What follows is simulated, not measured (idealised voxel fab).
process module | voxel self aligned vias
cross-section cut | 280 nm wide | cells 5 nm
A cross-section is a grid of square cells, given in bands from the top down. A band is one or more rows of cells.
Each band's line starts with the height of the band's top and of its bottom, in nm. Then come its materials from left to right, each with its width in nm. One material with "throughout" fills the band from edge to edge. "air" is empty space.
Height 0 is the level under which the wafer as received is all one material. The lowest band goes on downwards, as in "0 down".
A width such as "30 to 40" changes by the same amount from each row of cells to the next, from the band's top row to its bottom row.
"no change" after a step means that no cell of the cross-section changed.
closed voids: empty space of 8 cells or more with no open way to the top, each as width x height at its distance from the left edge, in nm
after a step's settings: what the simulator itself notes on the step
overlay nm, on a step with a mask: how far to the right of its planned place the mask lay; to the left if negative
plan
1 op RECEIVE | material Si
2 op CONFORMAL_DEP | material SiO2 | thk nm 15
3 op CONFORMAL_DEP | material SiCN | thk nm 5
4 op DIRECTIONAL_DEP | material lowk | thk nm 30
5 op MASKED_ETCH | tone open | mask id LINES | width nm 30 | pitch nm 75 | etch materials lowk | depth nm 30 | overlay nm 0
6 op CONFORMAL_DEP | material TiN | thk nm 5
7 op FILL_DEP | material W | thk nm 10
8 op CMP | height nm 50
9 op SELECTIVE_ETCH | etch materials W Ru TiN | depth nm 10
10 op FILL_DEP | material SiN | thk nm 10
11 op CMP | height nm 50
12 op DIRECTIONAL_DEP | material lowk | thk nm 20
13 op MASKED_ETCH | tone open | mask id VIAS | width nm 50 | etch materials lowk | depth nm 20 | overlay nm 0
14 op MASKED_ETCH | tone open | mask id VIAS | width nm 50 | etch materials SiN | depth nm 10 | overlay nm 0
15 op CONFORMAL_DEP | material TiN | thk nm 5
16 op FILL_DEP | material Ru | thk nm 5
17 op CMP | height nm 70
18 op CONFORMAL_DEP | material SiN | thk nm 5
first wafer, as planned
as received, after step 1
  0 down: Si throughout
  closed voids: none
after step 2
  15 to 0: SiO2 throughout
  below 0: unchanged
after step 3
  20 to 15: SiCN throughout
  below 15: unchanged
after step 4
  50 to 20: lowk throughout
  below 20: unchanged
after step 5
  50 to 20: lowk 85 | air 30 | lowk 45 | air 30 | lowk 90
  below 20: unchanged
after step 6
  55 to 50: TiN 90 | air 20 | TiN 55 | air 20 | TiN 95
  50 to 25: lowk 85 | TiN 5 | air 20 | TiN 5 | lowk 45 | TiN 5 | air 20 | TiN 5 | lowk 90
  25 to 20: lowk 85 | TiN 30 | lowk 45 | TiN 30 | lowk 90
  below 20: unchanged
after step 7
  65 to 55: W throughout
  55 to 50: TiN 90 | W 20 | TiN 55 | W 20 | TiN 95
  50 to 25: lowk 85 | TiN 5 | W 20 | TiN 5 | lowk 45 | TiN 5 | W 20 | TiN 5 | lowk 90
  below 25: unchanged
after step 8
  50 to 25: lowk 85 | TiN 5 | W 20 | TiN 5 | lowk 45 | TiN 5 | W 20 | TiN 5 | lowk 90
  below 25: unchanged
after step 9
  50 to 40: lowk 85 | air 30 | lowk 45 | air 30 | lowk 90
  below 40: unchanged
after step 10
  60 to 50: SiN throughout
  50 to 40: lowk 85 | SiN 30 | lowk 45 | SiN 30 | lowk 90
  below 40: unchanged
after step 11
  50 to 40: lowk 85 | SiN 30 | lowk 45 | SiN 30 | lowk 90
  below 40: unchanged
after step 12
  70 to 50: lowk throughout
  below 50: unchanged
after step 13
  70 to 50: lowk 75 | air 50 | lowk 155
  below 50: unchanged
after step 14
  70 to 50: lowk 75 | air 50 | lowk 155
  50 to 40: lowk 85 | air 30 | lowk 45 | SiN 30 | lowk 90
  below 40: unchanged
after step 15
  75 to 70: TiN 80 | air 40 | TiN 160
  70 to 55: lowk 75 | TiN 5 | air 40 | TiN 5 | lowk 155
  55 to 50: lowk 75 | TiN 15 | air 20 | TiN 15 | lowk 155
  50 to 45: lowk 85 | TiN 5 | air 20 | TiN 5 | lowk 45 | SiN 30 | lowk 90
  45 to 40: lowk 85 | TiN 30 | lowk 45 | SiN 30 | lowk 90
  below 40: unchanged
after step 16
  80 to 75: Ru throughout
  75 to 70: TiN 80 | Ru 40 | TiN 160
  70 to 55: lowk 75 | TiN 5 | Ru 40 | TiN 5 | lowk 155
  55 to 50: lowk 75 | TiN 15 | Ru 20 | TiN 15 | lowk 155
  50 to 45: lowk 85 | TiN 5 | Ru 20 | TiN 5 | lowk 45 | SiN 30 | lowk 90
  below 45: unchanged
after step 17
  70 to 55: lowk 75 | TiN 5 | Ru 40 | TiN 5 | lowk 155
  below 55: unchanged
after step 18
  75 to 70: SiN throughout
  below 70: unchanged
second wafer: like start, like plan, one mistake. Through step 12 it matches the first wafer
when step 13 should have ended
  70 to 50: lowk 70 | air 60 | lowk 150
  below 50: unchanged
when step 14 should have ended
  70 to 50: lowk 70 | air 60 | lowk 150
  50 to 40: lowk 85 | air 30 | lowk 45 | SiN 30 | lowk 90
  below 40: unchanged
when step 15 should have ended
  75 to 70: TiN 75 | air 50 | TiN 155
  70 to 55: lowk 70 | TiN 5 | air 50 | TiN 5 | lowk 150
  55 to 50: lowk 70 | TiN 20 | air 20 | TiN 20 | lowk 150
  50 to 45: lowk 85 | TiN 5 | air 20 | TiN 5 | lowk 45 | SiN 30 | lowk 90
  45 to 40: lowk 85 | TiN 30 | lowk 45 | SiN 30 | lowk 90
  below 40: unchanged
when step 16 should have ended
  80 to 75: Ru throughout
  75 to 70: TiN 75 | Ru 50 | TiN 155
  70 to 55: lowk 70 | TiN 5 | Ru 50 | TiN 5 | lowk 150
  55 to 50: lowk 70 | TiN 20 | Ru 20 | TiN 20 | lowk 150
  50 to 45: lowk 85 | TiN 5 | Ru 20 | TiN 5 | lowk 45 | SiN 30 | lowk 90
  below 45: unchanged
when step 17 should have ended
  70 to 55: lowk 70 | TiN 5 | Ru 50 | TiN 5 | lowk 150
  below 55: unchanged
when step 18 should have ended
  75 to 70: SiN throughout
  below 70: unchanged
what went wrong: step 13 ran as: op MASKED_ETCH | tone open | mask id VIAS | width nm 60 | etch materials lowk | depth nm 20 | overlay nm 0
at the end the second wafer has, in cells: 6 more of Ru | 2 more of TiN | 8 fewer of lowk
